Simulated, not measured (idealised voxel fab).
process module | voxel spacer lines
cross-section cut | 270 nm wide | cells 5 nm
A cross-section is a grid of square cells, given in bands from the top down. A band is one or more rows of cells.
Each band's line starts with the height of the band's top and of its bottom, in nm. Then come its materials from left to right, each with its width in nm. One material with "throughout" fills the band from edge to edge. "air" is empty space.
Height 0 is the level under which the wafer as received is all one material. The lowest band goes on downwards, as in "0 down".
A width such as "30 to 40" changes by the same amount from each row of cells to the next, from the band's top row to its bottom row.
"no change" after a step means that no cell of the cross-section changed.
closed voids: empty space of 8 cells or more with no open way to the top, each as width x height at its distance from the left edge, in nm
after a step's settings: what the simulator itself notes on the step
overlay nm, on a step with a mask: how far to the right of its planned place the mask lay; to the left if negative
plan
1 op RECEIVE | material Si
2 op CONFORMAL_DEP | material Al2O3 | thk nm 5
3 op DIRECTIONAL_DEP | material SiN | thk nm 15
4 op DIRECTIONAL_DEP | material aC | thk nm 20
5 op PATTERN | tone cover | mask id MANDREL | material resist | width nm 25 | pitch nm 70 | thk nm 25 | overlay nm -15
6 op DIRECTIONAL_ETCH | etch materials aC | depth nm 20
7 op STRIP | etch materials resist
8 op CONFORMAL_DEP | material SiO2 | thk nm 10
9 op DIRECTIONAL_ETCH | etch materials SiO2 | depth nm 10
10 op STRIP | etch materials aC
11 op DIRECTIONAL_ETCH | etch materials SiN | depth nm 15
12 op STRIP | etch materials SiO2
13 op FILL_DEP | material SiO2 | thk nm 10
14 op CMP | height nm 20
varied across the wafers: overlay nm of step 5. The plan shows the first wafer's value. All wafers start alike
first wafer as received, after step 1
  0 down: Si throughout
  closed voids: none
first wafer at the end, after step 14
  20 to 5: SiO2 25 | SiN 10 | SiO2 25 | SiN 10 | SiO2 25 | SiN 10 | SiO2 25 | SiN 10 | SiO2 25 | SiN 10 | SiO2 25 | SiN 10 | SiO2 60
  5 to 0: Al2O3 throughout
  0 down: Si throughout
  closed voids: none
last wafer at the end
  20 to 5: SiO2 55 | SiN 10 | SiO2 25 | SiN 10 | SiO2 25 | SiN 10 | SiO2 25 | SiN 10 | SiO2 25 | SiN 10 | SiO2 25 | SiN 10 | SiO2 30
  5 to 0: Al2O3 throughout
  0 down: Si throughout
  closed voids: none
each wafer at the end: cells of each material gained (+) or lost (-) since it was received, then its closed voids
overlay nm -15 | +54 Al2O3 | +36 SiN | +126 SiO2 | closed voids: none
overlay nm -10 | +54 Al2O3 | +36 SiN | +126 SiO2 | closed voids: none
overlay nm -5 | +54 Al2O3 | +36 SiN | +126 SiO2 | closed voids: none
overlay nm 0 | +54 Al2O3 | +36 SiN | +126 SiO2 | closed voids: none
overlay nm 5 | +54 Al2O3 | +36 SiN | +126 SiO2 | closed voids: none
overlay nm 10 | +54 Al2O3 | +36 SiN | +126 SiO2 | closed voids: none
overlay nm 15 | +54 Al2O3 | +36 SiN | +126 SiO2 | closed voids: none
